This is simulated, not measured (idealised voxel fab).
Name of the process module below: voxel self aligned vias
Displayed cross-section: cut, width of 195 nm, square cells sized 5 nm.
In what follows, cross-sections appear as grids of square cells, described through bands that run from the top down, where every band is one or more rows of cells. What a band's entry tells you: where the top is and where the bottom is, as heights in nm, and after that what lies inside, material by material from left to right, each with its width in nm. Empty space is written as the word "empty", and a single material marked with the word "everywhere" occupies the band from edge to edge. All heights in this document are referenced to 0, defined as the level beneath which the wafer, as received, consists entirely of one material. The lowest band is not bounded below; it extends indefinitely downward and is written in the form "0 nm and below". Width: "30 to 40" (first number = top row, second number = bottom row, same change from row to row of cells). Where the words "identical to before" appear for a step, the cross-section shows no cell changed by that step; every cell remained as before. Empty spaces counting at least 8 cells and having no open way to the top are listed in "Closed void roster". The notation width x height at distance is used for each, the distance being from the left edge and all three values in nm. Where a step's line continues beyond its settings, the continuation is a remark by the simulator itself on that step. When a step includes a mask, the "overlay nm" setting on its line states how far to the right of its planned place that mask lay, and negative values state how far to the left.
### Intended process steps
1,RECEIVE (material Si)
2,CONFORMAL_DEP (material SiO2; thk nm 10)
3,CONFORMAL_DEP (material SiCN; thk nm 5)
4,DIRECTIONAL_DEP (material lowk; thk nm 25)
5,PATTERN (tone open; mask id LINES; material resist; width nm 25; pitch nm 65; thk nm 15; overlay nm 0)
6,DIRECTIONAL_ETCH (etch materials lowk; depth nm 25)
7,STRIP (etch materials resist)
8,CONFORMAL_DEP (material TiN; thk nm 5)
9,FILL_DEP (material W; thk nm 5)
10,CMP (height nm 40)
11,SELECTIVE_ETCH (etch materials W Ru TiN; depth nm 5)
12,FILL_DEP (material SiN; thk nm 5)
13,CMP (height nm 40)
14,DIRECTIONAL_DEP (material lowk; thk nm 20)
15,PATTERN (tone open; mask id VIAS; material resist; width nm 35; pitch nm 65; thk nm 15; overlay nm 0)
16,DIRECTIONAL_ETCH (etch materials lowk; depth nm 20)
17,DIRECTIONAL_ETCH (etch materials SiN; depth nm 5)
18,STRIP (etch materials resist)
19,CONFORMAL_DEP (material TiN; thk nm 5)
20,FILL_DEP (material Ru; thk nm 10)
21,CMP (height nm 60)
22,CONFORMAL_DEP (material SiCN; thk nm 5)
### The cross-section here shows the wafer as received, i.e. in its state after step 1
* 0 nm and below | Si everywhere
* Closed void roster: none
### The module was run from the start shown above using the plan shown above, but one mistake was made doing it; the resulting wafer cross-section is below
* 65 nm to 60 nm | SiCN everywhere
* 60 nm to 40 nm | 45 nm lowk, then 5 nm TiN, then 25 nm Ru, then 5 nm TiN, then 30 nm lowk, then 5 nm TiN, then 25 nm Ru, then 5 nm TiN, then 50 nm lowk
* 40 nm to 35 nm | 45 nm lowk, then 35 nm TiN, then 30 nm lowk, then 35 nm TiN, then 50 nm lowk
* 35 nm to 20 nm | 45 nm lowk, then 10 nm TiN, then 15 nm W, then 10 nm TiN, then 30 nm lowk, then 10 nm TiN, then 15 nm W, then 10 nm TiN, then 50 nm lowk
* 20 nm to 15 nm | 50 nm lowk, then 25 nm TiN, then 40 nm lowk, then 25 nm TiN, then 55 nm lowk
* 15 nm to 10 nm | SiCN everywhere
* 10 nm to 0 nm | SiO2 everywhere
* 0 nm and below | Si everywhere
* Closed void roster: none
Misprocessing identified: plan step 16 was conducted twice
